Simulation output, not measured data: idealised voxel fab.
The following process module bears the name voxel lift off.
The cross-section shown here is cut; it is 190 nm wide and divided into square cells measuring 5 nm on a side.
A cross-section is written here as square cells arranged in a grid, and it is given in bands from the top down, each band taking up one or more rows of cells.
Look at the band entry: it leads with the top's height and the bottom's height in nm. Then it lists the materials left to right, with a width in nm for each. The word "all across" on a single material says that material fills the band edge to edge. The word "empty" is empty space.
Height is counted from the level 0, under which the received wafer is composed throughout of one material. The lowest of the bands is not closed at the bottom but continues downward, in the notation "top 0, no bottom".
Think of "30->40" as a width that walks from the first number to the second as you go down the band, top row to bottom row, taking equal-sized steps from row to row.
When a step is marked "all unchanged", none of the cells in the cross-section changed during that step.
Basically, "Entrapped voids" tells you about the enclosed voids: empty spaces with no open way to the top, 8 cells or bigger, each written width x height at distance, where distance is from the left edge, all in nm.
Anything after a step's settings on that line? It's the simulator's own note about the step.
You can add "overlay nm" to a step's line. For a step with a mask, it describes how far the mask lay to the right of its planned position, and a negative number describes a lay to the left.

**This section lists the process steps that were planned**
1 RECEIVE (material Si)
2 CONFORMAL_DEP (material Al2O3; thk nm 5)
3 PATTERN (tone open; mask id LINES; material resist; width nm 30; pitch nm 60; thk nm 20; overlay nm 0)
4 DIRECTIONAL_DEP (material Ru; thk nm 5)
5 STRIP (etch materials resist)
6 CONFORMAL_DEP (material SiCN; thk nm 10)

**Incoming wafer in cross-section (state: after step 1)**
* top 0, no bottom | Si all across
* Entrapped voids: none

**First of two wafers: cross-section at end of module, run per plan**
* top 20, bottom 15 | empty 40 nm / SiCN 50 nm / empty 10 nm / SiCN 50 nm / empty 40 nm
* top 15, bottom 10 | SiCN all across
* top 10, bottom 5 | SiCN 50 nm / Ru 30 nm / SiCN 30 nm / Ru 30 nm / SiCN 50 nm
* top 5, bottom 0 | Al2O3 all across
* top 0, no bottom | Si all across
* Entrapped voids: none

**Wafer two cross-section, module end. Start and plan unchanged from wafer one; one mistake made during the run**
* top 25, bottom 20 | empty 35 nm / SiCN 120 nm / empty 35 nm
* top 20, bottom 10 | SiCN all across
* top 10, bottom 5 | SiCN 50 nm / Ru 30 nm / SiCN 30 nm / Ru 30 nm / SiCN 50 nm
* top 5, bottom 0 | Al2O3 all across
* top 0, no bottom | Si all across
* Entrapped voids: none
Nonconformance to the process plan: for step 6, the planned setting was not used; the step was instead run as CONFORMAL_DEP (material SiCN; thk nm 15)
The closing comparison, in cells, has the second wafer with more or fewer of some materials than the first: SiCN +42
